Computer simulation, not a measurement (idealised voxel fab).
process module | voxel tone inversion
cross-section cut | 220 nm wide | cells 5 nm
A cross-section is a grid of square cells, given in bands from the top down. A band is one or more rows of cells.
Each band's line starts with the height of the band's top and of its bottom, in nm. Then come its materials from left to right, each with its width in nm. One material with "throughout" fills the band from edge to edge. "air" is empty space.
Height 0 is the level under which the wafer as received is all one material. The lowest band goes on downwards, as in "0 down".
A width such as "30 to 40" changes by the same amount from each row of cells to the next, from the band's top row to its bottom row.
"no change" after a step means that no cell of the cross-section changed.
closed voids: empty space of 8 cells or more with no open way to the top, each as width x height at its distance from the left edge, in nm
after a step's settings: what the simulator itself notes on the step
overlay nm, on a step with a mask: how far to the right of its planned place the mask lay; to the left if negative
plan
1 op RECEIVE | material Si
2 op CONFORMAL_DEP | material SiN | thk nm 5
3 op DIRECTIONAL_DEP | material polySi | thk nm 25
4 op PATTERN | tone cover | mask id POSTS | material resist | width nm 25 | pitch nm 45 | thk nm 30 | overlay nm 0
5 op DIRECTIONAL_ETCH | etch materials polySi | depth nm 25
6 op STRIP | etch materials resist
7 op FILL_DEP | material SiO2 | thk nm 10
8 op CMP | height nm 30
9 op STRIP | etch materials polySi
10 op CONFORMAL_DEP | material TiN | thk nm 5
11 op FILL_DEP | material W | thk nm 5
12 op CMP | height nm 30
13 op CONFORMAL_DEP | material SiCN | thk nm 5
first wafer, as planned
as received, after step 1
  0 down: Si throughout
  closed voids: none
after step 2
  5 to 0: SiN throughout
  below 0: unchanged
after step 3
  30 to 5: polySi throughout
  below 5: unchanged
after step 4
  60 to 30: air 30 | resist 25 | air 20 | resist 25 | air 20 | resist 25 | air 20 | resist 25 | air 30
  below 30: unchanged
after step 5
  60 to 30: air 30 | resist 25 | air 20 | resist 25 | air 20 | resist 25 | air 20 | resist 25 | air 30
  30 to 5: air 30 | polySi 25 | air 20 | polySi 25 | air 20 | polySi 25 | air 20 | polySi 25 | air 30
  below 5: unchanged
after step 6
  30 to 5: air 30 | polySi 25 | air 20 | polySi 25 | air 20 | polySi 25 | air 20 | polySi 25 | air 30
  below 5: unchanged
after step 7
  40 to 30: SiO2 throughout
  30 to 5: SiO2 30 | polySi 25 | SiO2 20 | polySi 25 | SiO2 20 | polySi 25 | SiO2 20 | polySi 25 | SiO2 30
  below 5: unchanged
after step 8
  30 to 5: SiO2 30 | polySi 25 | SiO2 20 | polySi 25 | SiO2 20 | polySi 25 | SiO2 20 | polySi 25 | SiO2 30
  below 5: unchanged
after step 9
  30 to 5: SiO2 30 | air 25 | SiO2 20 | air 25 | SiO2 20 | air 25 | SiO2 20 | air 25 | SiO2 30
  below 5: unchanged
after step 10
  35 to 30: TiN 35 | air 15 | TiN 30 | air 15 | TiN 30 | air 15 | TiN 30 | air 15 | TiN 35
  30 to 10: SiO2 30 | TiN 5 | air 15 | TiN 5 | SiO2 20 | TiN 5 | air 15 | TiN 5 | SiO2 20 | TiN 5 | air 15 | TiN 5 | SiO2 20 | TiN 5 | air 15 | TiN 5 | SiO2 30
  10 to 5: SiO2 30 | TiN 25 | SiO2 20 | TiN 25 | SiO2 20 | TiN 25 | SiO2 20 | TiN 25 | SiO2 30
  below 5: unchanged
after step 11
  40 to 35: W throughout
  35 to 30: TiN 35 | W 15 | TiN 30 | W 15 | TiN 30 | W 15 | TiN 30 | W 15 | TiN 35
  30 to 10: SiO2 30 | TiN 5 | W 15 | TiN 5 | SiO2 20 | TiN 5 | W 15 | TiN 5 | SiO2 20 | TiN 5 | W 15 | TiN 5 | SiO2 20 | TiN 5 | W 15 | TiN 5 | SiO2 30
  below 10: unchanged
after step 12
  30 to 10: SiO2 30 | TiN 5 | W 15 | TiN 5 | SiO2 20 | TiN 5 | W 15 | TiN 5 | SiO2 20 | TiN 5 | W 15 | TiN 5 | SiO2 20 | TiN 5 | W 15 | TiN 5 | SiO2 30
  below 10: unchanged
after step 13
  35 to 30: SiCN throughout
  below 30: unchanged
second wafer: like start, like plan, one mistake. Through step 3 it matches the first wafer
when step 4 should have ended
  60 to 30: air 40 | resist 25 | air 20 | resist 25 | air 20 | resist 25 | air 20 | resist 25 | air 20
  below 30: unchanged
when step 5 should have ended
  60 to 30: air 40 | resist 25 | air 20 | resist 25 | air 20 | resist 25 | air 20 | resist 25 | air 20
  30 to 5: air 40 | polySi 25 | air 20 | polySi 25 | air 20 | polySi 25 | air 20 | polySi 25 | air 20
  below 5: unchanged
when step 6 should have ended
  30 to 5: air 40 | polySi 25 | air 20 | polySi 25 | air 20 | polySi 25 | air 20 | polySi 25 | air 20
  below 5: unchanged
when step 7 should have ended
  40 to 30: SiO2 throughout
  30 to 5: SiO2 40 | polySi 25 | SiO2 20 | polySi 25 | SiO2 20 | polySi 25 | SiO2 20 | polySi 25 | SiO2 20
  below 5: unchanged
when step 8 should have ended
  30 to 5: SiO2 40 | polySi 25 | SiO2 20 | polySi 25 | SiO2 20 | polySi 25 | SiO2 20 | polySi 25 | SiO2 20
  below 5: unchanged
when step 9 should have ended
  30 to 5: SiO2 40 | air 25 | SiO2 20 | air 25 | SiO2 20 | air 25 | SiO2 20 | air 25 | SiO2 20
  below 5: unchanged
when step 10 should have ended
  35 to 30: TiN 45 | air 15 | TiN 30 | air 15 | TiN 30 | air 15 | TiN 30 | air 15 | TiN 25
  30 to 10: SiO2 40 | TiN 5 | air 15 | TiN 5 | SiO2 20 | TiN 5 | air 15 | TiN 5 | SiO2 20 | TiN 5 | air 15 | TiN 5 | SiO2 20 | TiN 5 | air 15 | TiN 5 | SiO2 20
  10 to 5: SiO2 40 | TiN 25 | SiO2 20 | TiN 25 | SiO2 20 | TiN 25 | SiO2 20 | TiN 25 | SiO2 20
  below 5: unchanged
when step 11 should have ended
  40 to 35: W throughout
  35 to 30: TiN 45 | W 15 | TiN 30 | W 15 | TiN 30 | W 15 | TiN 30 | W 15 | TiN 25
  30 to 10: SiO2 40 | TiN 5 | W 15 | TiN 5 | SiO2 20 | TiN 5 | W 15 | TiN 5 | SiO2 20 | TiN 5 | W 15 | TiN 5 | SiO2 20 | TiN 5 | W 15 | TiN 5 | SiO2 20
  below 10: unchanged
when step 12 should have ended
  30 to 10: SiO2 40 | TiN 5 | W 15 | TiN 5 | SiO2 20 | TiN 5 | W 15 | TiN 5 | SiO2 20 | TiN 5 | W 15 | TiN 5 | SiO2 20 | TiN 5 | W 15 | TiN 5 | SiO2 20
  below 10: unchanged
when step 13 should have ended
  35 to 30: SiCN throughout
  below 30: unchanged
what went wrong: step 4 ran as: op PATTERN | tone cover | mask id POSTS | material resist | width nm 25 | pitch nm 45 | thk nm 30 | overlay nm 10
at the end the second wafer has, in cells: as many of each material as the first, in other places
